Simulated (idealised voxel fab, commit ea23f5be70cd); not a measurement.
The document below concerns the process module designated voxel capacitor over wiring.
Shown is cross-section cut, with a width of 210 nm and square cells of size 5 nm.
Think of the cross-section as a grid of square cells. We describe it in bands, top to bottom, and each band covers one or more rows of those cells. Within each band entry, the heights of the top and of the bottom of the band appear first, in that order and in nm; the materials of the band then follow from left to right, each with its corresponding width in nm. The designation "everywhere" on a single material indicates that it fills the band from edge to edge; the designation "empty" indicates empty space. Below 0: as-received wafer, all one material; heights counted from there. Lowest band: no bottom, goes on down, written "0 and below". A two-number width, for instance "30->40", indicates that the width is equal to the first number in the top row of the band and to the second number in the bottom row, and that it changes by a constant amount per row of cells. "no change" (step): cross-section cells unchanged, all of them. If an empty space has no open way to the top and is at least 8 cells in size, "Enclosed void list" lists it, written width x height at distance, where distance is measured from the left edge and every value is in nm. Past the settings on a step's line: simulator remark, on that step. "overlay nm" denotes, for a step that has a mask, the displacement of the mask to the right of its planned place, with negative values corresponding to the left. Layout of what follows: cross-section pairs, each bracketing one process step, the after cross-section shown only to the lowest band that changed, the step between and its settings noted under each pair. Pairs may originate in different runs of this module on the same starting wafer; a pair continues from the pair above only where its entry headed "State before step" says so.

[State before step]
> 30 down to 15  SiO2 35 nm  empty 30 nm  SiO2 65 nm  empty 30 nm  SiO2 50 nm
> 15 down to 10  SiCN 35 nm  empty 30 nm  SiCN 65 nm  empty 30 nm  SiCN 50 nm
> 10 down to 0  SiO2 everywhere
> 0 and below  Si everywhere
> Enclosed void list: none

[Step Outcome]
> 35 down to 30  TiN 40 nm  empty 20 nm  TiN 75 nm  empty 20 nm  TiN 55 nm
> 30 down to 15  SiO2 35 nm  TiN 5 nm  empty 20 nm  TiN 5 nm  SiO2 65 nm  TiN 5 nm  empty 20 nm  TiN 5 nm  SiO2 50 nm
> 15 down to 10  SiCN 35 nm  TiN 30 nm  SiCN 65 nm  TiN 30 nm  SiCN 50 nm
> Beneath the level 10, the cross-section is identical to its previous state.
> Enclosed void list: none
The cross-sections above show the structure before and after this step: CONFORMAL_DEP with material TiN, thk nm 5

State before step: after-step cross-section of the pair just above applies.

[Step Outcome]
> 40 down to 35  Cu everywhere
> 35 down to 30  TiN 40 nm  Cu 20 nm  TiN 75 nm  Cu 20 nm  TiN 55 nm
> 30 down to 15  SiO2 35 nm  TiN 5 nm  Cu 20 nm  TiN 5 nm  SiO2 65 nm  TiN 5 nm  Cu 20 nm  TiN 5 nm  SiO2 50 nm
> Beneath the level 15, the cross-section is identical to its previous state.
> Enclosed void list: none
The cross-sections above show the structure before and after this step: FILL_DEP with material Cu, thk nm 5

State before step: after-step cross-section of the pair just above applies.

[Step Outcome]
> 30 down to 15  SiO2 35 nm  TiN 5 nm  Cu 20 nm  TiN 5 nm  SiO2 65 nm  TiN 5 nm  Cu 20 nm  TiN 5 nm  SiO2 50 nm
> Beneath the level 15, the cross-section is identical to its previous state.
> Enclosed void list: none
The cross-sections above show the structure before and after this step: CMP with height nm 30

State before step: after-step cross-section of the pair just above applies.

[Step Outcome]
> 35 down to 30  SiCN everywhere
> Beneath the level 30, the cross-section is identical to its previous state.
> Enclosed void list: none
The cross-sections above show the structure before and after this step: CONFORMAL_DEP with material SiCN, thk nm 5

State before step: after-step cross-section of the pair just above applies.

[Step Outcome]
> 55 down to 35  lowk everywhere
> Beneath the level 35, the cross-section is identical to its previous state.
> Enclosed void list: none
The cross-sections above show the structure before and after this step: DIRECTIONAL_DEP with material lowk, thk nm 20

State before step: after-step cross-section of the pair just above applies.

[Step Outcome]
> 70 down to 55  resist 55 nm  empty 15 nm  resist 140 nm
> Beneath the level 55, the cross-section is identical to its previous state.
> Enclosed void list: none
The cross-sections above show the structure before and after this step: PATTERN with tone open, mask id PLUG_1, material resist, width nm 15, thk nm 15, overlay nm 0

State before step: after-step cross-section of the pair just above applies.

[Step Outcome]
> 70 down to 55  resist 55 nm  empty 15 nm  resist 140 nm
> 55 down to 35  lowk 55 nm  empty 15 nm  lowk 140 nm
> Beneath the level 35, the cross-section is identical to its previous state.
> Enclosed void list: none
The cross-sections above show the structure before and after this step: DIRECTIONAL_ETCH with etch materials lowk, depth nm 20

State before step: after-step cross-section of the pair just above applies.

[Step Outcome]
> 70 down to 55  resist 55 nm  empty 15 nm  resist 140 nm
> 55 down to 35  lowk 55 nm  empty 15 nm  lowk 140 nm
> 35 down to 30  SiCN 55 nm  empty 15 nm  SiCN 140 nm
> Beneath the level 30, the cross-section is identical to its previous state.
> Enclosed void list: none
The cross-sections above show the structure before and after this step: DIRECTIONAL_ETCH with etch materials SiCN, depth nm 5

State before step: after-step cross-section of the pair just above applies.

[Step Outcome]
> 55 down to 35  lowk 55 nm  empty 15 nm  lowk 140 nm
> Beneath the level 35, the cross-section is identical to its previous state.
> Enclosed void list: none
The cross-sections above show the structure before and after this step: STRIP with etch materials resist

State before step: after-step cross-section of the pair just above applies.

[Step Outcome]
> 55 down to 40  lowk 55 nm  empty 15 nm  lowk 140 nm
> 40 down to 35  lowk 55 nm  Ru 15 nm  lowk 140 nm
> 35 down to 30  SiCN 55 nm  Ru 15 nm  SiCN 140 nm
> Beneath the level 30, the cross-section is identical to its previous state.
> Enclosed void list: none
The cross-sections above show the structure before and after this step: EPI with material Ru, thk nm 10

State before step: after-step cross-section of the pair just above applies.

[Step Outcome]
> 55 down to 50  lowk 55 nm  empty 15 nm  lowk 140 nm
> 50 down to 35  lowk 55 nm  Ru 15 nm  lowk 140 nm
> Beneath the level 35, the cross-section is identical to its previous state.
> Enclosed void list: none
The cross-sections above show the structure before and after this step: EPI with material Ru, thk nm 10

State before step: after-step cross-section of the pair just above applies.

[Step Outcome]
> 55 down to 35  lowk 55 nm  Ru 15 nm  lowk 140 nm
> Beneath the level 35, the cross-section is identical to its previous state.
> Enclosed void list: none
The cross-sections above show the structure before and after this step: EPI with material Ru, thk nm 5

State before step: after-step cross-section of the pair just above applies.

[Step Outcome]
> 60 down to 55  TiN everywhere
> Beneath the level 55, the cross-section is identical to its previous state.
> Enclosed void list: none
The cross-sections above show the structure before and after this step: DIRECTIONAL_DEP with material TiN, thk nm 5

State before step: after-step cross-section of the pair just above applies.

[Step Outcome]
> 65 down to 60  HfO2 everywhere
> Beneath the level 60, the cross-section is identical to its previous state.
> Enclosed void list: none
The cross-sections above show the structure before and after this step: DIRECTIONAL_DEP with material HfO2, thk nm 5

State before step: after-step cross-section of the pair just above applies.

[Step Outcome]
> 70 down to 65  TiN everywhere
> Beneath the level 65, the cross-section is identical to its previous state.
> Enclosed void list: none
The cross-sections above show the structure before and after this step: DIRECTIONAL_DEP with material TiN, thk nm 5

State before step: after-step cross-section of the pair just above applies.

[Step Outcome]
> 70 down to 65  empty 55 nm  TiN 70 nm  empty 85 nm
> Beneath the level 65, the cross-section is identical to its previous state.
> Enclosed void list: none
The cross-sections above show the structure before and after this step: MASKED_ETCH with tone cover, mask id UPPER_PLATE, width nm 70, etch materials TiN, depth nm 5, overlay nm 0

State before step: after-step cross-section of the pair just above applies.

[Step Outcome]
> 70 down to 65  empty 55 nm  TiN 70 nm  empty 85 nm
> 65 down to 60  empty 55 nm  HfO2 70 nm  empty 85 nm
> Beneath the level 60, the cross-section is identical to its previous state.
> Enclosed void list: none
The cross-sections above show the structure before and after this step: MASKED_ETCH with tone cover, mask id UPPER_PLATE, width nm 70, etch materials HfO2, depth nm 5, overlay nm 0

State before step: after-step cross-section of the pair just above applies.

[Step Outcome]
> 70 down to 65  empty 55 nm  TiN 70 nm  empty 85 nm
> 65 down to 60  empty 55 nm  HfO2 70 nm  empty 85 nm
> 60 down to 55  empty 50 nm  TiN 80 nm  empty 80 nm
> Beneath the level 55, the cross-section is identical to its previous state.
> Enclosed void list: none
The cross-sections above show the structure before and after this step: MASKED_ETCH with tone cover, mask id LOWER_PLATE, width nm 80, etch materials TiN, depth nm 5, overlay nm 0

State before step: after-step cross-section of the pair just above applies.

[Step Outcome]
> 85 down to 70  SiO2 everywhere
> 70 down to 65  SiO2 55 nm  TiN 70 nm  SiO2 85 nm
> 65 down to 60  SiO2 55 nm  HfO2 70 nm  SiO2 85 nm
> 60 down to 55  SiO2 50 nm  TiN 80 nm  SiO2 80 nm
> Beneath the level 55, the cross-section is identical to its previous state.
> Enclosed void list: none
The cross-sections above show the structure before and after this step: FILL_DEP with material SiO2, thk nm 15

State before step: after-step cross-section of the pair just above applies.

[Step Outcome]
> 80 down to 70  SiO2 everywhere
> Beneath the level 70, the cross-section is identical to its previous state.
> Enclosed void list: none
The cross-sections above show the structure before and after this step: CMP with height nm 80

State before step: after-step cross-section of the pair just above applies.

[Step Outcome]
> 95 down to 80  aC everywhere
> Beneath the level 80, the cross-section is identical to its previous state.
> Enclosed void list: none
The cross-sections above show the structure before and after this step: DIRECTIONAL_DEP with material aC, thk nm 15

State before step: after-step cross-section of the pair just above applies.

[Step Outcome]
> 125 down to 95  resist 65 nm  empty 15 nm  resist 130 nm
> Beneath the level 95, the cross-section is identical to its previous state.
> Enclosed void list: none
The cross-sections above show the structure before and after this step: PATTERN with tone open, mask id PLUG_2, material resist, width nm 15, thk nm 30, overlay nm 0

State before step: after-step cross-section of the pair just above applies.

[Step Outcome]
> 110 down to 95  resist 65 nm  empty 15 nm  resist 130 nm
> 95 down to 80  aC 65 nm  empty 15 nm  aC 130 nm
> Beneath the level 80, the cross-section is identical to its previous state.
> Enclosed void list: none
The cross-sections above show the structure before and after this step: DIRECTIONAL_ETCH with etch materials aC, depth nm 15

State before step: after-step cross-section of the pair just above applies.

[Step Outcome]
> 95 down to 80  aC 65 nm  empty 15 nm  aC 130 nm
> Beneath the level 80, the cross-section is identical to its previous state.
> Enclosed void list: none
The cross-sections above show the structure before and after this step: STRIP with etch materials resist

State before step: after-step cross-section of the pair just above applies.

[Step Outcome]
> 95 down to 80  aC 65 nm  empty 15 nm  aC 130 nm
> 80 down to 70  SiO2 65 nm  empty 15 nm  SiO2 130 nm
> Beneath the level 70, the cross-section is identical to its previous state.
> Enclosed void list: none
The cross-sections above show the structure before and after this step: DIRECTIONAL_ETCH with etch materials SiO2, depth nm 10

State before step: after-step cross-section of the pair just above applies.

[Step Outcome]
> 80 down to 70  SiO2 65 nm  empty 15 nm  SiO2 130 nm
> Beneath the level 70, the cross-section is identical to its previous state.
> Enclosed void list: none
The cross-sections above show the structure before and after this step: STRIP with etch materials aC

State before step: after-step cross-section of the pair just above applies.

[Step Outcome]
> 85 down to 80  TiN 70 nm  empty 5 nm  TiN 135 nm
> 80 down to 75  SiO2 65 nm  TiN 5 nm  empty 5 nm  TiN 5 nm  SiO2 130 nm
> 75 down to 65  SiO2 65->55 nm  TiN 15->70 nm  SiO2 130->85 nm
> Beneath the level 65, the cross-section is identical to its previous state.
> Enclosed void list: none
The cross-sections above show the structure before and after this step: CONFORMAL_DEP with material TiN, thk nm 5

State before step: after-step cross-section of the pair just above applies.

[Step Outcome]
> 90 down to 85  W everywhere
> 85 down to 80  TiN 70 nm  W 5 nm  TiN 135 nm
> 80 down to 75  SiO2 65 nm  TiN 5 nm  W 5 nm  TiN 5 nm  SiO2 130 nm
> Beneath the level 75, the cross-section is identical to its previous state.
> Enclosed void list: none
The cross-sections above show the structure before and after this step: FILL_DEP with material W, thk nm 5

State before step: after-step cross-section of the pair just above applies.

[Step Outcome]
> 80 down to 75  SiO2 65 nm  TiN 5 nm  W 5 nm  TiN 5 nm  SiO2 130 nm
> Beneath the level 75, the cross-section is identical to its previous state.
> Enclosed void list: none
The cross-sections above show the structure before and after this step: CMP with height nm 80

State before step: after-step cross-section of the pair just above applies.

[Step Outcome]
> 85 down to 80  SiN everywhere
> Beneath the level 80, the cross-section is identical to its previous state.
> Enclosed void list: none
The cross-sections above show the structure before and after this step: CONFORMAL_DEP with material SiN, thk nm 5

[State before step]
> 70 down to 65  empty 55 nm  TiN 70 nm  empty 85 nm
> 65 down to 60  empty 55 nm  HfO2 70 nm  empty 85 nm
> 60 down to 55  empty 50 nm  TiN 80 nm  empty 80 nm
> 55 down to 35  lowk 55 nm  Ru 15 nm  lowk 140 nm
> 35 down to 30  SiCN 55 nm  Ru 15 nm  SiCN 140 nm
> 30 down to 15  SiO2 40 nm  TiN 5 nm  Cu 20 nm  TiN 5 nm  SiO2 65 nm  TiN 5 nm  Cu 20 nm  TiN 5 nm  SiO2 45 nm
> 15 down to 10  SiCN 40 nm  TiN 30 nm  SiCN 65 nm  TiN 30 nm  SiCN 45 nm
> 10 down to 0  SiO2 everywhere
> 0 and below  Si everywhere
> Enclosed void list: none

[Step Outcome]
> 85 down to 70  Ru everywhere
> 70 down to 65  Ru 55 nm  TiN 70 nm  Ru 85 nm
> 65 down to 60  Ru 55 nm  HfO2 70 nm  Ru 85 nm
> 60 down to 55  Ru 50 nm  TiN 80 nm  Ru 80 nm
> Beneath the level 55, the cross-section is identical to its previous state.
> Enclosed void list: none
The cross-sections above show the structure before and after this step: FILL_DEP with material Ru, thk nm 15

State before step: after-step cross-section of the pair just above applies.

[Step Outcome]
> 80 down to 70  Ru everywhere
> Beneath the level 70, the cross-section is identical to its previous state.
> Enclosed void list: none
The cross-sections above show the structure before and after this step: CMP with height nm 80

State before step: after-step cross-section of the pair just above applies.

[Step Outcome]
> 95 down to 80  aC everywhere
> Beneath the level 80, the cross-section is identical to its previous state.
> Enclosed void list: none
The cross-sections above show the structure before and after this step: DIRECTIONAL_DEP with material aC, thk nm 15

State before step: after-step cross-section of the pair just above applies.

[Step Outcome]
> 125 down to 95  resist 65 nm  empty 15 nm  resist 130 nm
> Beneath the level 95, the cross-section is identical to its previous state.
> Enclosed void list: none
The cross-sections above show the structure before and after this step: PATTERN with tone open, mask id PLUG_2, material resist, width nm 15, thk nm 30, overlay nm 0

State before step: after-step cross-section of the pair just above applies.

[Step Outcome]
> 110 down to 95  resist 65 nm  empty 15 nm  resist 130 nm
> 95 down to 80  aC 65 nm  empty 15 nm  aC 130 nm
> Beneath the level 80, the cross-section is identical to its previous state.
> Enclosed void list: none
The cross-sections above show the structure before and after this step: DIRECTIONAL_ETCH with etch materials aC, depth nm 15

State before step: after-step cross-section of the pair just above applies.

[Step Outcome]
> 95 down to 80  aC 65 nm  empty 15 nm  aC 130 nm
> Beneath the level 80, the cross-section is identical to its previous state.
> Enclosed void list: none
The cross-sections above show the structure before and after this step: STRIP with etch materials resist

State before step: after-step cross-section of the pair just above applies.

[Step Outcome]
> 80 down to 70  Ru everywhere
> Beneath the level 70, the cross-section is identical to its previous state.
> Enclosed void list: none
The cross-sections above show the structure before and after this step: STRIP with etch materials aC

State before step: after-step cross-section of the pair just above applies.

[Step Outcome]
> 85 down to 80  TiN everywhere
> Beneath the level 80, the cross-section is identical to its previous state.
> Enclosed void list: none
The cross-sections above show the structure before and after this step: CONFORMAL_DEP with material TiN, thk nm 5

State before step: after-step cross-section of the pair just above applies.

[Step Outcome]
> 90 down to 85  W everywhere
> Beneath the level 85, the cross-section is identical to its previous state.
> Enclosed void list: none
The cross-sections above show the structure before and after this step: FILL_DEP with material W, thk nm 5

State before step: after-step cross-section of the pair just above applies.

[Step Outcome]
> 80 down to 70  Ru everywhere
> Beneath the level 70, the cross-section is identical to its previous state.
> Enclosed void list: none
The cross-sections above show the structure before and after this step: CMP with height nm 80

State before step: after-step cross-section of the pair just above applies.

[Step Outcome]
> 85 down to 80  SiN everywhere
> Beneath the level 80, the cross-section is identical to its previous state.
> Enclosed void list: none
The cross-sections above show the structure before and after this step: CONFORMAL_DEP with material SiN, thk nm 5

[State before step]
> 30 down to 15  SiO2 everywhere
> 15 down to 10  SiCN everywhere
> 10 down to 0  SiO2 everywhere
> 0 and below  Si everywhere
> Enclosed void list: none

[Step Outcome]
> 50 down to 30  empty 40 nm  resist 30 nm  empty 65 nm  resist 30 nm  empty 45 nm
> Beneath the level 30, the cross-section is identical to its previous state.
> Enclosed void list: none
The cross-sections above show the structure before and after this step: PATTERN with tone cover, mask id METAL_1, material resist, width nm 30, pitch nm 95, thk nm 20, overlay nm 0

State before step: after-step cross-section of the pair just above applies.

[Step Outcome]
> 50 down to 30  empty 40 nm  resist 30 nm  empty 65 nm  resist 30 nm  empty 45 nm
> 30 down to 15  empty 40 nm  SiO2 30 nm  empty 65 nm  SiO2 30 nm  empty 45 nm
> Beneath the level 15, the cross-section is identical to its previous state.
> Enclosed void list: none
The cross-sections above show the structure before and after this step: DIRECTIONAL_ETCH with etch materials SiO2, depth nm 15

State before step: after-step cross-section of the pair just above applies.

[Step Outcome]
> 50 down to 30  empty 40 nm  resist 30 nm  empty 65 nm  resist 30 nm  empty 45 nm
> 30 down to 15  empty 40 nm  SiO2 30 nm  empty 65 nm  SiO2 30 nm  empty 45 nm
> 15 down to 10  empty 40 nm  SiCN 30 nm  empty 65 nm  SiCN 30 nm  empty 45 nm
> Beneath the level 10, the cross-section is identical to its previous state.
> Enclosed void list: none
The cross-sections above show the structure before and after this step: DIRECTIONAL_ETCH with etch materials SiCN, depth nm 5

State before step: after-step cross-section of the pair just above applies.

[Step Outcome]
> 30 down to 15  empty 40 nm  SiO2 30 nm  empty 65 nm  SiO2 30 nm  empty 45 nm
> Beneath the level 15, the cross-section is identical to its previous state.
> Enclosed void list: none
The cross-sections above show the structure before and after this step: STRIP with etch materials resist

State before step: after-step cross-section of the pair just above applies.

[Step Outcome]
> 35 down to 30  empty 35 nm  TiN 40 nm  empty 55 nm  TiN 40 nm  empty 40 nm
> 30 down to 15  empty 35 nm  TiN 5 nm  SiO2 30 nm  TiN 5 nm  empty 55 nm  TiN 5 nm  SiO2 30 nm  TiN 5 nm  empty 40 nm
> 15 down to 10  TiN 40 nm  SiCN 30 nm  TiN 65 nm  SiCN 30 nm  TiN 45 nm
> Beneath the level 10, the cross-section is identical to its previous state.
> Enclosed void list: none
The cross-sections above show the structure before and after this step: CONFORMAL_DEP with material TiN, thk nm 5

State before step: after-step cross-section of the pair just above applies.

[Step Outcome]
> 40 down to 35  Cu everywhere
> 35 down to 30  Cu 35 nm  TiN 40 nm  Cu 55 nm  TiN 40 nm  Cu 40 nm
> 30 down to 15  Cu 35 nm  TiN 5 nm  SiO2 30 nm  TiN 5 nm  Cu 55 nm  TiN 5 nm  SiO2 30 nm  TiN 5 nm  Cu 40 nm
> Beneath the level 15, the cross-section is identical to its previous state.
> Enclosed void list: none
The cross-sections above show the structure before and after this step: FILL_DEP with material Cu, thk nm 5

State before step: after-step cross-section of the pair just above applies.

[Step Outcome]
> 30 down to 15  Cu 35 nm  TiN 5 nm  SiO2 30 nm  TiN 5 nm  Cu 55 nm  TiN 5 nm  SiO2 30 nm  TiN 5 nm  Cu 40 nm
> Beneath the level 15, the cross-section is identical to its previous state.
> Enclosed void list: none
The cross-sections above show the structure before and after this step: CMP with height nm 30

State before step: after-step cross-section of the pair just above applies.

[Step Outcome]
> 35 down to 30  SiCN everywhere
> Beneath the level 30, the cross-section is identical to its previous state.
> Enclosed void list: none
The cross-sections above show the structure before and after this step: CONFORMAL_DEP with material SiCN, thk nm 5

State before step: after-step cross-section of the pair just above applies.

[Step Outcome]
> 55 down to 35  lowk everywhere
> Beneath the level 35, the cross-section is identical to its previous state.
> Enclosed void list: none
The cross-sections above show the structure before and after this step: DIRECTIONAL_DEP with material lowk, thk nm 20

State before step: after-step cross-section of the pair just above applies.

[Step Outcome]
> 70 down to 55  resist 55 nm  empty 15 nm  resist 140 nm
> Beneath the level 55, the cross-section is identical to its previous state.
> Enclosed void list: none
The cross-sections above show the structure before and after this step: PATTERN with tone open, mask id PLUG_1, material resist, width nm 15, thk nm 15, overlay nm 0

State before step: after-step cross-section of the pair just above applies.

[Step Outcome]
> 70 down to 55  resist 55 nm  empty 15 nm  resist 140 nm
> 55 down to 35  lowk 55 nm  empty 15 nm  lowk 140 nm
> Beneath the level 35, the cross-section is identical to its previous state.
> Enclosed void list: none
The cross-sections above show the structure before and after this step: DIRECTIONAL_ETCH with etch materials lowk, depth nm 20

State before step: after-step cross-section of the pair just above applies.

[Step Outcome]
> 70 down to 55  resist 55 nm  empty 15 nm  resist 140 nm
> 55 down to 35  lowk 55 nm  empty 15 nm  lowk 140 nm
> 35 down to 30  SiCN 55 nm  empty 15 nm  SiCN 140 nm
> Beneath the level 30, the cross-section is identical to its previous state.
> Enclosed void list: none
The cross-sections above show the structure before and after this step: DIRECTIONAL_ETCH with etch materials SiCN, depth nm 5

State before step: after-step cross-section of the pair just above applies.

[Step Outcome]
> 55 down to 35  lowk 55 nm  empty 15 nm  lowk 140 nm
> Beneath the level 35, the cross-section is identical to its previous state.
> Enclosed void list: none
The cross-sections above show the structure before and after this step: STRIP with etch materials resist

State before step: after-step cross-section of the pair just above applies.

[Step Outcome]
> 60 down to 55  TiN 55 nm  empty 15 nm  TiN 140 nm
> 55 down to 35  lowk 55 nm  empty 15 nm  lowk 140 nm
> 35 down to 30  SiCN 55 nm  TiN 15 nm  SiCN 140 nm
> Beneath the level 30, the cross-section is identical to its previous state.
> Enclosed void list: none
The cross-sections above show the structure before and after this step: DIRECTIONAL_DEP with material TiN, thk nm 5

State before step: after-step cross-section of the pair just above applies.

[Step Outcome]
> 65 down to 60  HfO2 55 nm  empty 15 nm  HfO2 140 nm
> 60 down to 55  TiN 55 nm  empty 15 nm  TiN 140 nm
> 55 down to 40  lowk 55 nm  empty 15 nm  lowk 140 nm
> 40 down to 35  lowk 55 nm  HfO2 15 nm  lowk 140 nm
> Beneath the level 35, the cross-section is identical to its previous state.
> Enclosed void list: none
The cross-sections above show the structure before and after this step: DIRECTIONAL_DEP with material HfO2, thk nm 5

State before step: after-step cross-section of the pair just above applies.

[Step Outcome]
> 70 down to 65  TiN 55 nm  empty 15 nm  TiN 140 nm
> 65 down to 60  HfO2 55 nm  empty 15 nm  HfO2 140 nm
> 60 down to 55  TiN 55 nm  empty 15 nm  TiN 140 nm
> 55 down to 45  lowk 55 nm  empty 15 nm  lowk 140 nm
> 45 down to 40  lowk 55 nm  TiN 15 nm  lowk 140 nm
> Beneath the level 40, the cross-section is identical to its previous state.
> Enclosed void list: none
The cross-sections above show the structure before and after this step: DIRECTIONAL_DEP with material TiN, thk nm 5

State before step: after-step cross-section of the pair just above applies.

[Step Outcome]
> 70 down to 65  empty 70 nm  TiN 55 nm  empty 85 nm
> Beneath the level 65, the cross-section is identical to its previous state.
> Enclosed void list: none
The cross-sections above show the structure before and after this step: MASKED_ETCH with tone cover, mask id UPPER_PLATE, width nm 70, etch materials TiN, depth nm 5, overlay nm 0

State before step: after-step cross-section of the pair just above applies.

[Step Outcome]
> 70 down to 65  empty 70 nm  TiN 55 nm  empty 85 nm
> 65 down to 60  empty 70 nm  HfO2 55 nm  empty 85 nm
> Beneath the level 60, the cross-section is identical to its previous state.
> Enclosed void list: none
The cross-sections above show the structure before and after this step: MASKED_ETCH with tone cover, mask id UPPER_PLATE, width nm 70, etch materials HfO2, depth nm 5, overlay nm 0

State before step: after-step cross-section of the pair just above applies.

[Step Outcome]
> 70 down to 65  empty 70 nm  TiN 55 nm  empty 85 nm
> 65 down to 60  empty 70 nm  HfO2 55 nm  empty 85 nm
> 60 down to 55  empty 50 nm  TiN 5 nm  empty 15 nm  TiN 60 nm  empty 80 nm
> Beneath the level 55, the cross-section is identical to its previous state.
> Enclosed void list: none
The cross-sections above show the structure before and after this step: MASKED_ETCH with tone cover, mask id LOWER_PLATE, width nm 80, etch materials TiN, depth nm 5, overlay nm 0

State before step: after-step cross-section of the pair just above applies.

[Step Outcome]
> 85 down to 70  SiO2 everywhere
> 70 down to 65  SiO2 70 nm  TiN 55 nm  SiO2 85 nm
> 65 down to 60  SiO2 70 nm  HfO2 55 nm  SiO2 85 nm
> 60 down to 55  SiO2 50 nm  TiN 5 nm  SiO2 15 nm  TiN 60 nm  SiO2 80 nm
> 55 down to 45  lowk 55 nm  SiO2 15 nm  lowk 140 nm
> Beneath the level 45, the cross-section is identical to its previous state.
> Enclosed void list: none
The cross-sections above show the structure before and after this step: FILL_DEP with material SiO2, thk nm 15

State before step: after-step cross-section of the pair just above applies.

[Step Outcome]
> 80 down to 70  SiO2 everywhere
> Beneath the level 70, the cross-section is identical to its previous state.
> Enclosed void list: none
The cross-sections above show the structure before and after this step: CMP with height nm 80

State before step: after-step cross-section of the pair just above applies.

[Step Outcome]
> 95 down to 80  aC everywhere
> Beneath the level 80, the cross-section is identical to its previous state.
> Enclosed void list: none
The cross-sections above show the structure before and after this step: DIRECTIONAL_DEP with material aC, thk nm 15

State before step: after-step cross-section of the pair just above applies.

[Step Outcome]
> 125 down to 95  resist 65 nm  empty 15 nm  resist 130 nm
> Beneath the level 95, the cross-section is identical to its previous state.
> Enclosed void list: none
The cross-sections above show the structure before and after this step: PATTERN with tone open, mask id PLUG_2, material resist, width nm 15, thk nm 30, overlay nm 0

State before step: after-step cross-section of the pair just above applies.

[Step Outcome]
> 110 down to 95  resist 65 nm  empty 15 nm  resist 130 nm
> 95 down to 80  aC 65 nm  empty 15 nm  aC 130 nm
> Beneath the level 80, the cross-section is identical to its previous state.
> Enclosed void list: none
The cross-sections above show the structure before and after this step: DIRECTIONAL_ETCH with etch materials aC, depth nm 15

State before step: after-step cross-section of the pair just above applies.

[Step Outcome]
> 95 down to 80  aC 65 nm  empty 15 nm  aC 130 nm
> Beneath the level 80, the cross-section is identical to its previous state.
> Enclosed void list: none
The cross-sections above show the structure before and after this step: STRIP with etch materials resist

State before step: after-step cross-section of the pair just above applies.

[Step Outcome]
> 95 down to 80  aC 65 nm  empty 15 nm  aC 130 nm
> 80 down to 70  SiO2 65 nm  empty 15 nm  SiO2 130 nm
> Beneath the level 70, the cross-section is identical to its previous state.
> Enclosed void list: none
The cross-sections above show the structure before and after this step: DIRECTIONAL_ETCH with etch materials SiO2, depth nm 10

State before step: after-step cross-section of the pair just above applies.

[Step Outcome]
> 80 down to 70  SiO2 65 nm  empty 15 nm  SiO2 130 nm
> Beneath the level 70, the cross-section is identical to its previous state.
> Enclosed void list: none
The cross-sections above show the structure before and after this step: STRIP with etch materials aC

State before step: after-step cross-section of the pair just above applies.

[Step Outcome]
> 85 down to 80  TiN 70 nm  empty 5 nm  TiN 135 nm
> 80 down to 75  SiO2 65 nm  TiN 5 nm  empty 5 nm  TiN 5 nm  SiO2 130 nm
> 75 down to 65  SiO2 65->70 nm  TiN 15->55 nm  SiO2 130->85 nm
> Beneath the level 65, the cross-section is identical to its previous state.
> Enclosed void list: none
The cross-sections above show the structure before and after this step: CONFORMAL_DEP with material TiN, thk nm 5

State before step: after-step cross-section of the pair just above applies.

[Step Outcome]
> 90 down to 85  W everywhere
> 85 down to 80  TiN 70 nm  W 5 nm  TiN 135 nm
> 80 down to 75  SiO2 65 nm  TiN 5 nm  W 5 nm  TiN 5 nm  SiO2 130 nm
> Beneath the level 75, the cross-section is identical to its previous state.
> Enclosed void list: none
The cross-sections above show the structure before and after this step: FILL_DEP with material W, thk nm 5

State before step: after-step cross-section of the pair just above applies.

[Step Outcome]
> 80 down to 75  SiO2 65 nm  TiN 5 nm  W 5 nm  TiN 5 nm  SiO2 130 nm
> Beneath the level 75, the cross-section is identical to its previous state.
> Enclosed void list: none
The cross-sections above show the structure before and after this step: CMP with height nm 80

State before step: after-step cross-section of the pair just above applies.

[Step Outcome]
> 85 down to 80  SiN everywhere
> Beneath the level 80, the cross-section is identical to its previous state.
> Enclosed void list: none
The cross-sections above show the structure before and after this step: CONFORMAL_DEP with material SiN, thk nm 5
